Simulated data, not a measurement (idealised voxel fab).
process module | voxel transistor to metal
cross-section cut | 195 nm wide | cells 5 nm
A cross-section is a grid of square cells, given in bands from the top down. A band is one or more rows of cells.
Each band's line starts with the height of the band's top and of its bottom, in nm. Then come its materials from left to right, each with its width in nm. One material with "throughout" fills the band from edge to edge. "air" is empty space.
Height 0 is the level under which the wafer as received is all one material. The lowest band goes on downwards, as in "0 down".
A width such as "30 to 40" changes by the same amount from each row of cells to the next, from the band's top row to its bottom row.
"no change" after a step means that no cell of the cross-section changed.
closed voids: empty space of 8 cells or more with no open way to the top, each as width x height at its distance from the left edge, in nm
after a step's settings: what the simulator itself notes on the step
overlay nm, on a step with a mask: how far to the right of its planned place the mask lay; to the left if negative
plan
1 op RECEIVE | material Si
2 op CONFORMAL_DEP | material SiO2 | thk nm 5
3 op CONFORMAL_DEP | material SiN | thk nm 10
4 op MASKED_ETCH | tone cover | mask id ACTIVE | width nm 115 | etch materials SiN | depth nm 10 | overlay nm 0
5 op MASKED_ETCH | tone cover | mask id ACTIVE | width nm 115 | etch materials SiO2 | depth nm 5 | overlay nm 0
6 op MASKED_ETCH | tone cover | mask id ACTIVE | width nm 115 | etch materials Si | depth nm 30 | overlay nm 0
7 op FILL_DEP | material SiO2 | thk nm 5
8 op CMP | height nm 15
9 op SELECTIVE_ETCH | etch materials SiO2 | depth nm 5
10 op STRIP | etch materials SiN
11 op SELECTIVE_ETCH | etch materials SiO2 | depth nm 5
12 op OXIDIZE | depth nm 5
13 op DIRECTIONAL_DEP | material polySi | thk nm 20
14 op DIRECTIONAL_DEP | material SiCN | thk nm 10
15 op PATTERN | tone cover | mask id GATE | material resist | width nm 25 | thk nm 15 | overlay nm 0
16 op DIRECTIONAL_ETCH | etch materials SiCN | depth nm 20
17 op DIRECTIONAL_ETCH | etch materials polySi | depth nm 30
18 op STRIP | etch materials resist
19 op CONFORMAL_DEP | material SiO2 | thk nm 5
20 op DIRECTIONAL_ETCH | etch materials SiO2 | depth nm 5
21 op CONFORMAL_DEP | material SiN | thk nm 10
22 op DIRECTIONAL_ETCH | etch materials SiN | depth nm 10
23 op DIRECTIONAL_ETCH | etch materials SiO2 | depth nm 5
24 op DIRECTIONAL_ETCH | etch materials Si | depth nm 15
25 op EPI | material SiGe | thk nm 15
26 op FILL_DEP | material SiO2 | thk nm 5
27 op CMP | height nm 20
28 op STRIP | etch materials polySi
29 op SELECTIVE_ETCH | etch materials SiO2 | depth nm 5
30 op CONFORMAL_DEP | material HfO2 | thk nm 5
31 op CONFORMAL_DEP | material TiN | thk nm 5
32 op FILL_DEP | material W | thk nm 10
33 op CMP | height nm 15
34 op DIRECTIONAL_DEP | material SiO2 | thk nm 15
35 op MASKED_ETCH | tone open | mask id CONTACT | width nm 15 | pitch nm 80 | etch materials SiO2 | depth nm 20 | overlay nm 0
36 op CONFORMAL_DEP | material TiN | thk nm 5
37 op FILL_DEP | material W | thk nm 10
38 op CMP | height nm 30
39 op CONFORMAL_DEP | material SiCN | thk nm 5
40 op DIRECTIONAL_DEP | material SiO2 | thk nm 25
41 op MASKED_ETCH | tone open | mask id METAL_1 | width nm 15 | pitch nm 80 | etch materials SiO2 | depth nm 25 | overlay nm 0
42 op MASKED_ETCH | tone open | mask id METAL_1 | width nm 15 | pitch nm 80 | etch materials SiCN | depth nm 5 | overlay nm 0
43 op CONFORMAL_DEP | material TiN | thk nm 5
44 op FILL_DEP | material Cu | thk nm 5
45 op CMP | height nm 60
46 op CONFORMAL_DEP | material SiCN | thk nm 5
47 op DIRECTIONAL_DEP | material lowk | thk nm 25
48 op MASKED_ETCH | tone open | mask id METAL_2 | width nm 15 | pitch nm 80 | etch materials lowk | depth nm 15 | overlay nm 0
49 op DIRECTIONAL_DEP | material aC | thk nm 10
50 op PATTERN | tone open | mask id METAL_2_HOLES | material resist | width nm 15 | pitch nm 80 | thk nm 30 | overlay nm 0
51 op DIRECTIONAL_ETCH | etch materials aC | depth nm 10
52 op STRIP | etch materials resist
53 op DIRECTIONAL_ETCH | etch materials lowk | depth nm 10
54 op DIRECTIONAL_ETCH | etch materials SiCN | depth nm 5
55 op STRIP | etch materials aC
56 op CONFORMAL_DEP | material TiN | thk nm 5
57 op FILL_DEP | material Cu | thk nm 10
58 op CMP | height nm 90
59 op CONFORMAL_DEP | material SiN | thk nm 5
first wafer, as planned
as received, after step 1
  0 down: Si throughout
  closed voids: none
after step 2
  5 to 0: SiO2 throughout
  below 0: unchanged
after step 3
  15 to 5: SiN throughout
  below 5: unchanged
after step 4
  15 to 5: air 40 | SiN 115 | air 40
  below 5: unchanged
after step 5
  15 to 5: air 40 | SiN 115 | air 40
  5 to 0: air 40 | SiO2 115 | air 40
  below 0: unchanged
after step 6
  15 to 5: air 40 | SiN 115 | air 40
  5 to 0: air 40 | SiO2 115 | air 40
  0 to -30: air 40 | Si 115 | air 40
  below -30: unchanged
after step 7
  20 to 15: SiO2 throughout
  15 to 5: SiO2 40 | SiN 115 | SiO2 40
  5 to 0: SiO2 throughout
  0 to -30: SiO2 40 | Si 115 | SiO2 40
  below -30: unchanged
after step 8
  15 to 5: SiO2 40 | SiN 115 | SiO2 40
  below 5: unchanged
after step 9
  15 to 10: air 40 | SiN 115 | air 40
  below 10: unchanged
after step 10
  10 to 5: SiO2 40 | air 115 | SiO2 40
  below 5: unchanged
after step 11
  5 to 0: SiO2 35 | air 125 | SiO2 35
  below 0: unchanged
after step 12
  5 to 0: SiO2 35 | air 125 | SiO2 35
  0 to -5: SiO2 throughout
  below -5: unchanged
after step 13
  25 to 20: polySi 35 | air 125 | polySi 35
  20 to 5: polySi throughout
  5 to 0: SiO2 35 | polySi 125 | SiO2 35
  below 0: unchanged
after step 14
  35 to 30: SiCN 35 | air 125 | SiCN 35
  30 to 25: SiCN throughout
  25 to 20: polySi 35 | SiCN 125 | polySi 35
  below 20: unchanged
after step 15
  50 to 35: air 85 | resist 25 | air 85
  35 to 30: SiCN 35 | air 50 | resist 25 | air 50 | SiCN 35
  below 30: unchanged
after step 16
  50 to 30: air 85 | resist 25 | air 85
  30 to 25: air 85 | SiCN 25 | air 85
  25 to 20: polySi 35 | air 50 | SiCN 25 | air 50 | polySi 35
  below 20: unchanged
after step 17
  50 to 30: air 85 | resist 25 | air 85
  30 to 20: air 85 | SiCN 25 | air 85
  20 to 5: air 85 | polySi 25 | air 85
  5 to 0: SiO2 35 | air 50 | polySi 25 | air 50 | SiO2 35
  below 0: unchanged
after step 18
  30 to 20: air 85 | SiCN 25 | air 85
  below 20: unchanged
after step 19
  35 to 30: air 80 | SiO2 35 | air 80
  30 to 20: air 80 | SiO2 5 | SiCN 25 | SiO2 5 | air 80
  20 to 10: air 80 | SiO2 5 | polySi 25 | SiO2 5 | air 80
  10 to 5: SiO2 40 | air 40 | SiO2 5 | polySi 25 | SiO2 5 | air 40 | SiO2 40
  5 to 0: SiO2 85 | polySi 25 | SiO2 85
  below 0: unchanged
after step 20
  30 to 20: air 80 | SiO2 5 | SiCN 25 | SiO2 5 | air 80
  20 to 5: air 80 | SiO2 5 | polySi 25 | SiO2 5 | air 80
  5 to 0: SiO2 40 | air 40 | SiO2 5 | polySi 25 | SiO2 5 | air 40 | SiO2 40
  below 0: unchanged
after step 21
  40 to 30: air 70 | SiN 55 | air 70
  30 to 20: air 70 | SiN 10 | SiO2 5 | SiCN 25 | SiO2 5 | SiN 10 | air 70
  20 to 15: air 70 | SiN 10 | SiO2 5 | polySi 25 | SiO2 5 | SiN 10 | air 70
  15 to 10: SiN 50 | air 20 | SiN 10 | SiO2 5 | polySi 25 | SiO2 5 | SiN 10 | air 20 | SiN 50
  10 to 5: SiN 80 | SiO2 5 | polySi 25 | SiO2 5 | SiN 80
  5 to 0: SiO2 40 | SiN 40 | SiO2 5 | polySi 25 | SiO2 5 | SiN 40 | SiO2 40
  below 0: unchanged
after step 22
  30 to 20: air 70 | SiN 10 | SiO2 5 | SiCN 25 | SiO2 5 | SiN 10 | air 70
  20 to 5: air 70 | SiN 10 | SiO2 5 | polySi 25 | SiO2 5 | SiN 10 | air 70
  5 to 0: SiO2 40 | SiN 10 | air 20 | SiN 10 | SiO2 5 | polySi 25 | SiO2 5 | SiN 10 | air 20 | SiN 10 | SiO2 40
  below 0: unchanged
after step 23
  30 to 25: air 70 | SiN 10 | air 5 | SiCN 25 | air 5 | SiN 10 | air 70
  25 to 20: air 70 | SiN 10 | SiO2 5 | SiCN 25 | SiO2 5 | SiN 10 | air 70
  20 to 5: air 70 | SiN 10 | SiO2 5 | polySi 25 | SiO2 5 | SiN 10 | air 70
  5 to 0: air 40 | SiN 10 | air 20 | SiN 10 | SiO2 5 | polySi 25 | SiO2 5 | SiN 10 | air 20 | SiN 10 | air 40
  0 to -5: SiO2 50 | air 20 | SiO2 55 | air 20 | SiO2 50
  below -5: unchanged
after step 24
  30 to 25: air 70 | SiN 10 | air 5 | SiCN 25 | air 5 | SiN 10 | air 70
  25 to 20: air 70 | SiN 10 | SiO2 5 | SiCN 25 | SiO2 5 | SiN 10 | air 70
  20 to 5: air 70 | SiN 10 | SiO2 5 | polySi 25 | SiO2 5 | SiN 10 | air 70
  5 to 0: air 40 | SiN 10 | air 20 | SiN 10 | SiO2 5 | polySi 25 | SiO2 5 | SiN 10 | air 20 | SiN 10 | air 40
  0 to -5: SiO2 50 | air 20 | SiO2 55 | air 20 | SiO2 50
  -5 to -20: SiO2 40 | Si 10 | air 20 | Si 55 | air 20 | Si 10 | SiO2 40
  below -20: unchanged
after step 25
  30 to 25: air 70 | SiN 10 | air 5 | SiCN 25 | air 5 | SiN 10 | air 70
  25 to 20: air 70 | SiN 10 | SiO2 5 | SiCN 25 | SiO2 5 | SiN 10 | air 70
  20 to 10: air 70 | SiN 10 | SiO2 5 | polySi 25 | SiO2 5 | SiN 10 | air 70
  10 to 5: air 45 | SiGe 25 | SiN 10 | SiO2 5 | polySi 25 | SiO2 5 | SiN 10 | SiGe 25 | air 45
  5 to 0: air 40 | SiN 10 | SiGe 20 | SiN 10 | SiO2 5 | polySi 25 | SiO2 5 | SiN 10 | SiGe 20 | SiN 10 | air 40
  0 to -5: SiO2 50 | SiGe 20 | SiO2 55 | SiGe 20 | SiO2 50
  -5 to -20: SiO2 40 | Si 10 | SiGe 20 | Si 55 | SiGe 20 | Si 10 | SiO2 40
  below -20: unchanged
after step 26
  35 to 30: SiO2 throughout
  30 to 20: SiO2 70 | SiN 10 | SiO2 5 | SiCN 25 | SiO2 5 | SiN 10 | SiO2 70
  20 to 10: SiO2 70 | SiN 10 | SiO2 5 | polySi 25 | SiO2 5 | SiN 10 | SiO2 70
  10 to 5: SiO2 45 | SiGe 25 | SiN 10 | SiO2 5 | polySi 25 | SiO2 5 | SiN 10 | SiGe 25 | SiO2 45
  5 to 0: SiO2 40 | SiN 10 | SiGe 20 | SiN 10 | SiO2 5 | polySi 25 | SiO2 5 | SiN 10 | SiGe 20 | SiN 10 | SiO2 40
  below 0: unchanged
after step 27
  20 to 10: SiO2 70 | SiN 10 | SiO2 5 | polySi 25 | SiO2 5 | SiN 10 | SiO2 70
  below 10: unchanged
after step 28
  20 to 10: SiO2 70 | SiN 10 | SiO2 5 | air 25 | SiO2 5 | SiN 10 | SiO2 70
  10 to 5: SiO2 45 | SiGe 25 | SiN 10 | SiO2 5 | air 25 | SiO2 5 | SiN 10 | SiGe 25 | SiO2 45
  5 to 0: SiO2 40 | SiN 10 | SiGe 20 | SiN 10 | SiO2 5 | air 25 | SiO2 5 | SiN 10 | SiGe 20 | SiN 10 | SiO2 40
  below 0: unchanged
after step 29
  20 to 15: air 70 | SiN 10 | air 35 | SiN 10 | air 70
  15 to 10: SiO2 70 | SiN 10 | air 35 | SiN 10 | SiO2 70
  10 to 5: SiO2 45 | SiGe 25 | SiN 10 | air 35 | SiN 10 | SiGe 25 | SiO2 45
  5 to 0: SiO2 40 | SiN 10 | SiGe 20 | SiN 10 | air 35 | SiN 10 | SiGe 20 | SiN 10 | SiO2 40
  0 to -5: SiO2 50 | SiGe 20 | SiO2 10 | air 35 | SiO2 10 | SiGe 20 | SiO2 50
  below -5: unchanged
after step 30
  25 to 20: air 65 | HfO2 20 | air 25 | HfO2 20 | air 65
  20 to 15: HfO2 70 | SiN 10 | HfO2 5 | air 25 | HfO2 5 | SiN 10 | HfO2 70
  15 to 10: SiO2 70 | SiN 10 | HfO2 5 | air 25 | HfO2 5 | SiN 10 | SiO2 70
  10 to 5: SiO2 45 | SiGe 25 | SiN 10 | HfO2 5 | air 25 | HfO2 5 | SiN 10 | SiGe 25 | SiO2 45
  5 to 0: SiO2 40 | SiN 10 | SiGe 20 | SiN 10 | HfO2 5 | air 25 | HfO2 5 | SiN 10 | SiGe 20 | SiN 10 | SiO2 40
  0 to -5: SiO2 50 | SiGe 20 | SiO2 10 | HfO2 35 | SiO2 10 | SiGe 20 | SiO2 50
  below -5: unchanged
after step 31
  30 to 25: air 60 | TiN 30 | air 15 | TiN 30 | air 60
  25 to 20: TiN 65 | HfO2 20 | TiN 5 | air 15 | TiN 5 | HfO2 20 | TiN 65
  20 to 15: HfO2 70 | SiN 10 | HfO2 5 | TiN 5 | air 15 | TiN 5 | HfO2 5 | SiN 10 | HfO2 70
  15 to 10: SiO2 70 | SiN 10 | HfO2 5 | TiN 5 | air 15 | TiN 5 | HfO2 5 | SiN 10 | SiO2 70
  10 to 5: SiO2 45 | SiGe 25 | SiN 10 | HfO2 5 | TiN 5 | air 15 | TiN 5 | HfO2 5 | SiN 10 | SiGe 25 | SiO2 45
  5 to 0: SiO2 40 | SiN 10 | SiGe 20 | SiN 10 | HfO2 5 | TiN 25 | HfO2 5 | SiN 10 | SiGe 20 | SiN 10 | SiO2 40
  below 0: unchanged
after step 32
  40 to 30: W throughout
  30 to 25: W 60 | TiN 30 | W 15 | TiN 30 | W 60
  25 to 20: TiN 65 | HfO2 20 | TiN 5 | W 15 | TiN 5 | HfO2 20 | TiN 65
  20 to 15: HfO2 70 | SiN 10 | HfO2 5 | TiN 5 | W 15 | TiN 5 | HfO2 5 | SiN 10 | HfO2 70
  15 to 10: SiO2 70 | SiN 10 | HfO2 5 | TiN 5 | W 15 | TiN 5 | HfO2 5 | SiN 10 | SiO2 70
  10 to 5: SiO2 45 | SiGe 25 | SiN 10 | HfO2 5 | TiN 5 | W 15 | TiN 5 | HfO2 5 | SiN 10 | SiGe 25 | SiO2 45
  below 5: unchanged
after step 33
  15 to 10: SiO2 70 | SiN 10 | HfO2 5 | TiN 5 | W 15 | TiN 5 | HfO2 5 | SiN 10 | SiO2 70
  below 10: unchanged
after step 34
  30 to 15: SiO2 throughout
  below 15: unchanged
after step 35
  30 to 15: SiO2 50 | air 15 | SiO2 65 | air 15 | SiO2 50
  15 to 10: SiO2 50 | air 15 | SiO2 5 | SiN 10 | HfO2 5 | TiN 5 | W 15 | TiN 5 | HfO2 5 | SiN 10 | SiO2 5 | air 15 | SiO2 50
  below 10: unchanged
after step 36
  35 to 30: TiN 55 | air 5 | TiN 75 | air 5 | TiN 55
  30 to 15: SiO2 50 | TiN 5 | air 5 | TiN 5 | SiO2 65 | TiN 5 | air 5 | TiN 5 | SiO2 50
  15 to 10: SiO2 50 | TiN 15 | SiO2 5 | SiN 10 | HfO2 5 | TiN 5 | W 15 | TiN 5 | HfO2 5 | SiN 10 | SiO2 5 | TiN 15 | SiO2 50
  below 10: unchanged
after step 37
  45 to 35: W throughout
  35 to 30: TiN 55 | W 5 | TiN 75 | W 5 | TiN 55
  30 to 15: SiO2 50 | TiN 5 | W 5 | TiN 5 | SiO2 65 | TiN 5 | W 5 | TiN 5 | SiO2 50
  below 15: unchanged
after step 38
  30 to 15: SiO2 50 | TiN 5 | W 5 | TiN 5 | SiO2 65 | TiN 5 | W 5 | TiN 5 | SiO2 50
  below 15: unchanged
after step 39
  35 to 30: SiCN throughout
  below 30: unchanged
after step 40
  60 to 35: SiO2 throughout
  below 35: unchanged
after step 41
  60 to 35: SiO2 50 | air 15 | SiO2 65 | air 15 | SiO2 50
  below 35: unchanged
after step 42
  60 to 35: SiO2 50 | air 15 | SiO2 65 | air 15 | SiO2 50
  35 to 30: SiCN 50 | air 15 | SiCN 65 | air 15 | SiCN 50
  below 30: unchanged
after step 43
  65 to 60: TiN 55 | air 5 | TiN 75 | air 5 | TiN 55
  60 to 35: SiO2 50 | TiN 5 | air 5 | TiN 5 | SiO2 65 | TiN 5 | air 5 | TiN 5 | SiO2 50
  35 to 30: SiCN 50 | TiN 15 | SiCN 65 | TiN 15 | SiCN 50
  below 30: unchanged
after step 44
  70 to 65: Cu throughout
  65 to 60: TiN 55 | Cu 5 | TiN 75 | Cu 5 | TiN 55
  60 to 35: SiO2 50 | TiN 5 | Cu 5 | TiN 5 | SiO2 65 | TiN 5 | Cu 5 | TiN 5 | SiO2 50
  below 35: unchanged
after step 45
  60 to 35: SiO2 50 | TiN 5 | Cu 5 | TiN 5 | SiO2 65 | TiN 5 | Cu 5 | TiN 5 | SiO2 50
  below 35: unchanged
after step 46
  65 to 60: SiCN throughout
  below 60: unchanged
after step 47
  90 to 65: lowk throughout
  below 65: unchanged
after step 48
  90 to 75: lowk 50 | air 15 | lowk 65 | air 15 | lowk 50
  below 75: unchanged
after step 49
  100 to 90: aC 50 | air 15 | aC 65 | air 15 | aC 50
  90 to 85: lowk 50 | air 15 | lowk 65 | air 15 | lowk 50
  85 to 75: lowk 50 | aC 15 | lowk 65 | aC 15 | lowk 50
  below 75: unchanged
after step 50
  130 to 100: resist 50 | air 15 | resist 65 | air 15 | resist 50
  below 100: unchanged
after step 51
  120 to 100: resist 50 | air 15 | resist 65 | air 15 | resist 50
  100 to 90: aC 50 | air 15 | aC 65 | air 15 | aC 50
  90 to 75: lowk 50 | air 15 | lowk 65 | air 15 | lowk 50
  below 75: unchanged
after step 52
  100 to 90: aC 50 | air 15 | aC 65 | air 15 | aC 50
  below 90: unchanged
after step 53
  100 to 90: aC 50 | air 15 | aC 65 | air 15 | aC 50
  90 to 65: lowk 50 | air 15 | lowk 65 | air 15 | lowk 50
  below 65: unchanged
after step 54
  100 to 90: aC 50 | air 15 | aC 65 | air 15 | aC 50
  90 to 65: lowk 50 | air 15 | lowk 65 | air 15 | lowk 50
  65 to 60: SiCN 50 | air 15 | SiCN 65 | air 15 | SiCN 50
  below 60: unchanged
after step 55
  90 to 65: lowk 50 | air 15 | lowk 65 | air 15 | lowk 50
  below 65: unchanged
after step 56
  95 to 90: TiN 55 | air 5 | TiN 75 | air 5 | TiN 55
  90 to 65: lowk 50 | TiN 5 | air 5 | TiN 5 | lowk 65 | TiN 5 | air 5 | TiN 5 | lowk 50
  65 to 60: SiCN 50 | TiN 15 | SiCN 65 | TiN 15 | SiCN 50
  below 60: unchanged
after step 57
  105 to 95: Cu throughout
  95 to 90: TiN 55 | Cu 5 | TiN 75 | Cu 5 | TiN 55
  90 to 65: lowk 50 | TiN 5 | Cu 5 | TiN 5 | lowk 65 | TiN 5 | Cu 5 | TiN 5 | lowk 50
  below 65: unchanged
after step 58
  90 to 65: lowk 50 | TiN 5 | Cu 5 | TiN 5 | lowk 65 | TiN 5 | Cu 5 | TiN 5 | lowk 50
  below 65: unchanged
after step 59
  95 to 90: SiN throughout
  below 90: unchanged
second wafer: like start, like plan, one mistake. Through step 29 it matches the first wafer
when step 30 should have ended
  25 to 20: air 65 | TiN 20 | air 25 | TiN 20 | air 65
  20 to 15: TiN 70 | SiN 10 | TiN 5 | air 25 | TiN 5 | SiN 10 | TiN 70
  15 to 10: SiO2 70 | SiN 10 | TiN 5 | air 25 | TiN 5 | SiN 10 | SiO2 70
  10 to 5: SiO2 45 | SiGe 25 | SiN 10 | TiN 5 | air 25 | TiN 5 | SiN 10 | SiGe 25 | SiO2 45
  5 to 0: SiO2 40 | SiN 10 | SiGe 20 | SiN 10 | TiN 5 | air 25 | TiN 5 | SiN 10 | SiGe 20 | SiN 10 | SiO2 40
  0 to -5: SiO2 50 | SiGe 20 | SiO2 10 | TiN 35 | SiO2 10 | SiGe 20 | SiO2 50
  below -5: unchanged
when step 31 should have ended
  30 to 25: air 60 | HfO2 30 | air 15 | HfO2 30 | air 60
  25 to 20: HfO2 65 | TiN 20 | HfO2 5 | air 15 | HfO2 5 | TiN 20 | HfO2 65
  20 to 15: TiN 70 | SiN 10 | TiN 5 | HfO2 5 | air 15 | HfO2 5 | TiN 5 | SiN 10 | TiN 70
  15 to 10: SiO2 70 | SiN 10 | TiN 5 | HfO2 5 | air 15 | HfO2 5 | TiN 5 | SiN 10 | SiO2 70
  10 to 5: SiO2 45 | SiGe 25 | SiN 10 | TiN 5 | HfO2 5 | air 15 | HfO2 5 | TiN 5 | SiN 10 | SiGe 25 | SiO2 45
  5 to 0: SiO2 40 | SiN 10 | SiGe 20 | SiN 10 | TiN 5 | HfO2 25 | TiN 5 | SiN 10 | SiGe 20 | SiN 10 | SiO2 40
  below 0: unchanged
when step 32 should have ended
  40 to 30: W throughout
  30 to 25: W 60 | HfO2 30 | W 15 | HfO2 30 | W 60
  25 to 20: HfO2 65 | TiN 20 | HfO2 5 | W 15 | HfO2 5 | TiN 20 | HfO2 65
  20 to 15: TiN 70 | SiN 10 | TiN 5 | HfO2 5 | W 15 | HfO2 5 | TiN 5 | SiN 10 | TiN 70
  15 to 10: SiO2 70 | SiN 10 | TiN 5 | HfO2 5 | W 15 | HfO2 5 | TiN 5 | SiN 10 | SiO2 70
  10 to 5: SiO2 45 | SiGe 25 | SiN 10 | TiN 5 | HfO2 5 | W 15 | HfO2 5 | TiN 5 | SiN 10 | SiGe 25 | SiO2 45
  below 5: unchanged
when step 33 should have ended
  15 to 10: SiO2 70 | SiN 10 | TiN 5 | HfO2 5 | W 15 | HfO2 5 | TiN 5 | SiN 10 | SiO2 70
  below 10: unchanged
when step 34 should have ended
  30 to 15: SiO2 throughout
  below 15: unchanged
when step 35 should have ended
  30 to 15: SiO2 50 | air 15 | SiO2 65 | air 15 | SiO2 50
  15 to 10: SiO2 50 | air 15 | SiO2 5 | SiN 10 | TiN 5 | HfO2 5 | W 15 | HfO2 5 | TiN 5 | SiN 10 | SiO2 5 | air 15 | SiO2 50
  below 10: unchanged
when step 36 should have ended
  35 to 30: TiN 55 | air 5 | TiN 75 | air 5 | TiN 55
  30 to 15: SiO2 50 | TiN 5 | air 5 | TiN 5 | SiO2 65 | TiN 5 | air 5 | TiN 5 | SiO2 50
  15 to 10: SiO2 50 | TiN 15 | SiO2 5 | SiN 10 | TiN 5 | HfO2 5 | W 15 | HfO2 5 | TiN 5 | SiN 10 | SiO2 5 | TiN 15 | SiO2 50
  below 10: unchanged
when step 37 should have ended
  45 to 35: W throughout
  35 to 30: TiN 55 | W 5 | TiN 75 | W 5 | TiN 55
  30 to 15: SiO2 50 | TiN 5 | W 5 | TiN 5 | SiO2 65 | TiN 5 | W 5 | TiN 5 | SiO2 50
  below 15: unchanged
when step 38 should have ended
  30 to 15: SiO2 50 | TiN 5 | W 5 | TiN 5 | SiO2 65 | TiN 5 | W 5 | TiN 5 | SiO2 50
  below 15: unchanged
when step 39 should have ended
  35 to 30: SiCN throughout
  below 30: unchanged
when step 40 should have ended
  60 to 35: SiO2 throughout
  below 35: unchanged
when step 41 should have ended
  60 to 35: SiO2 50 | air 15 | SiO2 65 | air 15 | SiO2 50
  below 35: unchanged
when step 42 should have ended
  60 to 35: SiO2 50 | air 15 | SiO2 65 | air 15 | SiO2 50
  35 to 30: SiCN 50 | air 15 | SiCN 65 | air 15 | SiCN 50
  below 30: unchanged
when step 43 should have ended
  65 to 60: TiN 55 | air 5 | TiN 75 | air 5 | TiN 55
  60 to 35: SiO2 50 | TiN 5 | air 5 | TiN 5 | SiO2 65 | TiN 5 | air 5 | TiN 5 | SiO2 50
  35 to 30: SiCN 50 | TiN 15 | SiCN 65 | TiN 15 | SiCN 50
  below 30: unchanged
when step 44 should have ended
  70 to 65: Cu throughout
  65 to 60: TiN 55 | Cu 5 | TiN 75 | Cu 5 | TiN 55
  60 to 35: SiO2 50 | TiN 5 | Cu 5 | TiN 5 | SiO2 65 | TiN 5 | Cu 5 | TiN 5 | SiO2 50
  below 35: unchanged
when step 45 should have ended
  60 to 35: SiO2 50 | TiN 5 | Cu 5 | TiN 5 | SiO2 65 | TiN 5 | Cu 5 | TiN 5 | SiO2 50
  below 35: unchanged
when step 46 should have ended
  65 to 60: SiCN throughout
  below 60: unchanged
when step 47 should have ended
  90 to 65: lowk throughout
  below 65: unchanged
when step 48 should have ended
  90 to 75: lowk 50 | air 15 | lowk 65 | air 15 | lowk 50
  below 75: unchanged
when step 49 should have ended
  100 to 90: aC 50 | air 15 | aC 65 | air 15 | aC 50
  90 to 85: lowk 50 | air 15 | lowk 65 | air 15 | lowk 50
  85 to 75: lowk 50 | aC 15 | lowk 65 | aC 15 | lowk 50
  below 75: unchanged
when step 50 should have ended
  130 to 100: resist 50 | air 15 | resist 65 | air 15 | resist 50
  below 100: unchanged
when step 51 should have ended
  120 to 100: resist 50 | air 15 | resist 65 | air 15 | resist 50
  100 to 90: aC 50 | air 15 | aC 65 | air 15 | aC 50
  90 to 75: lowk 50 | air 15 | lowk 65 | air 15 | lowk 50
  below 75: unchanged
when step 52 should have ended
  100 to 90: aC 50 | air 15 | aC 65 | air 15 | aC 50
  below 90: unchanged
when step 53 should have ended
  100 to 90: aC 50 | air 15 | aC 65 | air 15 | aC 50
  90 to 65: lowk 50 | air 15 | lowk 65 | air 15 | lowk 50
  below 65: unchanged
when step 54 should have ended
  100 to 90: aC 50 | air 15 | aC 65 | air 15 | aC 50
  90 to 65: lowk 50 | air 15 | lowk 65 | air 15 | lowk 50
  65 to 60: SiCN 50 | air 15 | SiCN 65 | air 15 | SiCN 50
  below 60: unchanged
when step 55 should have ended
  90 to 65: lowk 50 | air 15 | lowk 65 | air 15 | lowk 50
  below 65: unchanged
when step 56 should have ended
  95 to 90: TiN 55 | air 5 | TiN 75 | air 5 | TiN 55
  90 to 65: lowk 50 | TiN 5 | air 5 | TiN 5 | lowk 65 | TiN 5 | air 5 | TiN 5 | lowk 50
  65 to 60: SiCN 50 | TiN 15 | SiCN 65 | TiN 15 | SiCN 50
  below 60: unchanged
when step 57 should have ended
  105 to 95: Cu throughout
  95 to 90: TiN 55 | Cu 5 | TiN 75 | Cu 5 | TiN 55
  90 to 65: lowk 50 | TiN 5 | Cu 5 | TiN 5 | lowk 65 | TiN 5 | Cu 5 | TiN 5 | lowk 50
  below 65: unchanged
when step 58 should have ended
  90 to 65: lowk 50 | TiN 5 | Cu 5 | TiN 5 | lowk 65 | TiN 5 | Cu 5 | TiN 5 | lowk 50
  below 65: unchanged
when step 59 should have ended
  95 to 90: SiN throughout
  below 90: unchanged
what went wrong: steps 30 and 31 were swapped
at the end the second wafer has, in cells: 4 fewer of HfO2 | 4 more of TiN
